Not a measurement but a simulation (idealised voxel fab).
process module | voxel lift off
cross-section cut | 295 nm wide | cells 5 nm
A cross-section is a grid of square cells, given in bands from the top down. A band is one or more rows of cells.
Each band's line starts with the height of the band's top and of its bottom, in nm. Then come its materials from left to right, each with its width in nm. One material with "throughout" fills the band from edge to edge. "air" is empty space.
Height 0 is the level under which the wafer as received is all one material. The lowest band goes on downwards, as in "0 down".
A width such as "30 to 40" changes by the same amount from each row of cells to the next, from the band's top row to its bottom row.
"no change" after a step means that no cell of the cross-section changed.
closed voids: empty space of 8 cells or more with no open way to the top, each as width x height at its distance from the left edge, in nm
after a step's settings: what the simulator itself notes on the step
overlay nm, on a step with a mask: how far to the right of its planned place the mask lay; to the left if negative
plan
1 op RECEIVE | material Si
2 op CONFORMAL_DEP | material SiO2 | thk nm 15
3 op PATTERN | tone open | mask id LINES | material resist | width nm 15 | pitch nm 35 | thk nm 25 | overlay nm 0
4 op DIRECTIONAL_DEP | material Ru | thk nm 15
5 op STRIP | etch materials resist
6 op CONFORMAL_DEP | material SiN | thk nm 5
as received, after step 1
  0 down: Si throughout
  closed voids: none
a wafer at the end: this start, this plan, one mistake
  50 to 45: air 80 | SiN 25 | air 10 | SiN 25 | air 10 | SiN 25 | air 10 | SiN 25 | air 85
  45 to 35: air 80 | SiN 5 | Ru 15 | SiN 5 | air 10 | SiN 5 | Ru 15 | SiN 5 | air 10 | SiN 5 | Ru 15 | SiN 5 | air 10 | SiN 5 | Ru 15 | SiN 5 | air 85
  35 to 30: SiN 85 | Ru 15 | SiN 20 | Ru 15 | SiN 20 | Ru 15 | SiN 20 | Ru 15 | SiN 90
  30 to 0: SiO2 throughout
  0 down: Si throughout
  closed voids: none
what went wrong: step 2 was run twice
